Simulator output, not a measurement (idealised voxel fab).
process module | voxel transistor to metal
cross-section cut | 275 nm wide | cells 5 nm
A cross-section is a grid of square cells, given in bands from the top down. A band is one or more rows of cells.
Each band's line starts with the height of the band's top and of its bottom, in nm. Then come its materials from left to right, each with its width in nm. One material with "throughout" fills the band from edge to edge. "air" is empty space.
Height 0 is the level under which the wafer as received is all one material. The lowest band goes on downwards, as in "0 down".
A width such as "30 to 40" changes by the same amount from each row of cells to the next, from the band's top row to its bottom row.
"no change" after a step means that no cell of the cross-section changed.
closed voids: empty space of 8 cells or more with no open way to the top, each as width x height at its distance from the left edge, in nm
after a step's settings: what the simulator itself notes on the step
overlay nm, on a step with a mask: how far to the right of its planned place the mask lay; to the left if negative
plan
1 op RECEIVE | material Si
2 op OXIDIZE | depth nm 5
3 op CONFORMAL_DEP | material SiN | thk nm 10
4 op PATTERN | tone cover | mask id ACTIVE | material resist | width nm 105 | pitch nm 135 | thk nm 20 | overlay nm 0
5 op DIRECTIONAL_ETCH | etch materials SiN | depth nm 10
6 op DIRECTIONAL_ETCH | etch materials SiO2 | depth nm 5
7 op DIRECTIONAL_ETCH | etch materials Si | depth nm 35
8 op STRIP | etch materials resist
9 op FILL_DEP | material SiO2 | thk nm 15
10 op CMP | height nm 10
11 op SELECTIVE_ETCH | etch materials SiO2 | depth nm 5
12 op STRIP | etch materials SiN
13 op SELECTIVE_ETCH | etch materials SiO2 | depth nm 5
14 op OXIDIZE | depth nm 5
15 op DIRECTIONAL_DEP | material polySi | thk nm 30
16 op DIRECTIONAL_DEP | material SiCN | thk nm 15
17 op PATTERN | tone cover | mask id GATE | material resist | width nm 35 | pitch nm 135 | thk nm 15 | overlay nm 0
18 op DIRECTIONAL_ETCH | etch materials SiCN | depth nm 25
19 op DIRECTIONAL_ETCH | etch materials polySi | depth nm 40
20 op STRIP | etch materials resist
21 op CONFORMAL_DEP | material SiO2 | thk nm 5
22 op DIRECTIONAL_ETCH | etch materials SiO2 | depth nm 5
23 op CONFORMAL_DEP | material SiN | thk nm 5
24 op DIRECTIONAL_ETCH | etch materials SiN | depth nm 5
25 op DIRECTIONAL_ETCH | etch materials SiO2 | depth nm 5
26 op DIRECTIONAL_ETCH | etch materials Si | depth nm 10
27 op EPI | material nSi | thk nm 10
28 op FILL_DEP | material SiO2 | thk nm 10
29 op CMP | height nm 25
30 op STRIP | etch materials polySi
31 op SELECTIVE_ETCH | etch materials SiO2 | depth nm 5
32 op CONFORMAL_DEP | material HfO2 | thk nm 5
33 op CONFORMAL_DEP | material TiN | thk nm 5
34 op FILL_DEP | material W | thk nm 10
35 op CMP | height nm 20
36 op DIRECTIONAL_DEP | material SiO2 | thk nm 10
37 op PATTERN | tone open | mask id CONTACT | material resist | width nm 15 | thk nm 15 | overlay nm 0
38 op DIRECTIONAL_ETCH | etch materials SiO2 | depth nm 30
39 op STRIP | etch materials resist
40 op CONFORMAL_DEP | material TiN | thk nm 5
41 op FILL_DEP | material W | thk nm 10
42 op CMP | height nm 30
43 op DIRECTIONAL_DEP | material TiN | thk nm 5
44 op DIRECTIONAL_DEP | material Ru | thk nm 25
45 op DIRECTIONAL_DEP | material aC | thk nm 15
46 op PATTERN | tone cover | mask id METAL_1 | material resist | width nm 15 | thk nm 35 | overlay nm 0
47 op DIRECTIONAL_ETCH | etch materials aC | depth nm 15
48 op STRIP | etch materials resist
49 op DIRECTIONAL_ETCH | etch materials Ru | depth nm 25
50 op DIRECTIONAL_ETCH | etch materials TiN | depth nm 5
51 op STRIP | etch materials aC
52 op FILL_DEP | material SiO2 | thk nm 5
53 op CMP | height nm 60
54 op CONFORMAL_DEP | material SiCN | thk nm 5
55 op DIRECTIONAL_DEP | material SiO2 | thk nm 30
56 op MASKED_ETCH | tone open | mask id METAL_2 | width nm 15 | pitch nm 135 | etch materials SiO2 | depth nm 15 | overlay nm 0
57 op DIRECTIONAL_DEP | material aC | thk nm 15
58 op PATTERN | tone open | mask id METAL_2_HOLES | material resist | width nm 15 | pitch nm 135 | thk nm 30 | overlay nm 0
59 op DIRECTIONAL_ETCH | etch materials aC | depth nm 15
60 op STRIP | etch materials resist
61 op DIRECTIONAL_ETCH | etch materials SiO2 | depth nm 15
62 op DIRECTIONAL_ETCH | etch materials SiCN | depth nm 5
63 op STRIP | etch materials aC
64 op CONFORMAL_DEP | material TiN | thk nm 5
65 op FILL_DEP | material Cu | thk nm 10
66 op CMP | height nm 95
67 op CONFORMAL_DEP | material SiN | thk nm 5
as received, after step 1
  0 down: Si throughout
  closed voids: none
first wafer at the end, as planned
  100 to 95: SiN throughout
  95 to 65: SiO2 20 | TiN 5 | Cu 5 | TiN 5 | SiO2 120 | TiN 5 | Cu 5 | TiN 5 | SiO2 105
  65 to 60: SiCN 20 | TiN 15 | SiCN 120 | TiN 15 | SiCN 105
  60 to 35: SiO2 20 | Ru 15 | SiO2 65 | Ru 15 | SiO2 40 | Ru 15 | SiO2 65 | Ru 15 | SiO2 25
  35 to 30: SiO2 20 | TiN 15 | SiO2 65 | TiN 15 | SiO2 40 | TiN 15 | SiO2 65 | TiN 15 | SiO2 25
  30 to 20: SiO2 20 | TiN 5 | W 5 | TiN 5 | SiO2 65 | TiN 5 | W 5 | TiN 5 | SiO2 40 | TiN 5 | W 5 | TiN 5 | SiO2 65 | TiN 5 | W 5 | TiN 5 | SiO2 25
  20 to 5: SiO2 20 | TiN 5 | W 5 | TiN 5 | SiO2 5 | SiN 5 | HfO2 5 | TiN 5 | W 25 | TiN 5 | HfO2 5 | SiN 5 | SiO2 5 | TiN 5 | W 5 | TiN 5 | SiO2 40 | TiN 5 | W 5 | TiN 5 | SiO2 5 | SiN 5 | HfO2 5 | TiN 5 | W 25 | TiN 5 | HfO2 5 | SiN 5 | SiO2 5 | TiN 5 | W 5 | TiN 5 | SiO2 25
  5 to 0: SiO2 20 | TiN 15 | SiO2 5 | SiN 5 | HfO2 5 | TiN 5 | W 25 | TiN 5 | HfO2 5 | SiN 5 | SiO2 5 | TiN 15 | SiO2 40 | TiN 15 | SiO2 5 | SiN 5 | HfO2 5 | TiN 5 | W 25 | TiN 5 | HfO2 5 | SiN 5 | SiO2 5 | TiN 15 | SiO2 25
  0 to -5: SiO2 15 | SiN 5 | nSi 20 | SiN 5 | HfO2 5 | TiN 35 | HfO2 5 | SiN 5 | nSi 20 | SiN 5 | SiO2 30 | SiN 5 | nSi 20 | SiN 5 | HfO2 5 | TiN 35 | HfO2 5 | SiN 5 | nSi 20 | SiN 5 | SiO2 20
  -5 to -10: SiO2 20 | nSi 20 | SiO2 5 | HfO2 45 | SiO2 5 | nSi 20 | SiO2 40 | nSi 20 | SiO2 5 | HfO2 45 | SiO2 5 | nSi 20 | SiO2 25
  -10 to -20: SiO2 15 | Si 5 | nSi 20 | Si 55 | nSi 20 | Si 5 | SiO2 30 | Si 5 | nSi 20 | Si 55 | nSi 20 | Si 5 | SiO2 20
  -20 to -40: SiO2 15 | Si 105 | SiO2 30 | Si 105 | SiO2 20
  -40 down: Si throughout
  closed voids: none
second wafer at the end: like start, like plan, one mistake
  100 to 95: SiN throughout
  95 to 65: SiO2 20 | TiN 5 | Cu 5 | TiN 5 | SiO2 120 | TiN 5 | Cu 5 | TiN 5 | SiO2 105
  65 to 60: SiCN 20 | TiN 15 | SiCN 120 | TiN 15 | SiCN 105
  60 to 35: SiO2 20 | Ru 15 | SiO2 65 | Ru 15 | SiO2 40 | Ru 15 | SiO2 65 | Ru 15 | SiO2 25
  35 to 30: SiO2 20 | TiN 15 | SiO2 65 | TiN 15 | SiO2 40 | TiN 15 | SiO2 65 | TiN 15 | SiO2 25
  30 to 20: SiO2 20 | TiN 5 | W 5 | TiN 5 | SiO2 65 | TiN 5 | W 5 | TiN 5 | SiO2 40 | TiN 5 | W 5 | TiN 5 | SiO2 65 | TiN 5 | W 5 | TiN 5 | SiO2 25
  20 to 5: SiO2 20 | TiN 5 | W 5 | TiN 5 | SiO2 5 | SiN 5 | HfO2 5 | TiN 5 | W 25 | TiN 5 | HfO2 5 | SiN 5 | SiO2 5 | TiN 5 | W 5 | TiN 5 | SiO2 40 | TiN 5 | W 5 | TiN 5 | SiO2 5 | SiN 5 | HfO2 5 | TiN 5 | W 25 | TiN 5 | HfO2 5 | SiN 5 | SiO2 5 | TiN 5 | W 5 | TiN 5 | SiO2 25
  5 to 0: SiO2 20 | TiN 15 | SiO2 5 | SiN 5 | HfO2 5 | TiN 5 | W 25 | TiN 5 | HfO2 5 | SiN 5 | SiO2 5 | TiN 15 | SiO2 40 | TiN 15 | SiO2 5 | SiN 5 | HfO2 5 | TiN 5 | W 25 | TiN 5 | HfO2 5 | SiN 5 | SiO2 5 | TiN 15 | SiO2 25
  0 to -5: SiO2 30 | nSi 10 | SiN 5 | HfO2 5 | TiN 35 | HfO2 5 | SiN 5 | nSi 10 | SiO2 60 | nSi 10 | SiN 5 | HfO2 5 | TiN 35 | HfO2 5 | SiN 5 | nSi 10 | SiO2 35
  -5 to -10: SiO2 30 | nSi 10 | SiN 5 | HfO2 45 | SiN 5 | nSi 10 | SiO2 60 | nSi 10 | SiN 5 | HfO2 45 | SiN 5 | nSi 10 | SiO2 35
  -10 to -20: SiO2 10 to 15 | nSi 30 to 25 | Si 55 | nSi 30 to 25 | SiO2 20 to 30 | nSi 30 to 25 | Si 55 | nSi 30 to 25 | SiO2 15 to 20
  -20 to -40: SiO2 15 | Si 105 | SiO2 30 | Si 105 | SiO2 20
  -40 down: Si throughout
  closed voids: none
what went wrong: step 22 ran as: op DIRECTIONAL_ETCH | etch materials SiO2 | depth nm 15
at the end the second wafer has, in cells: 8 fewer of Si | 12 more of SiO2 | 4 fewer of nSi
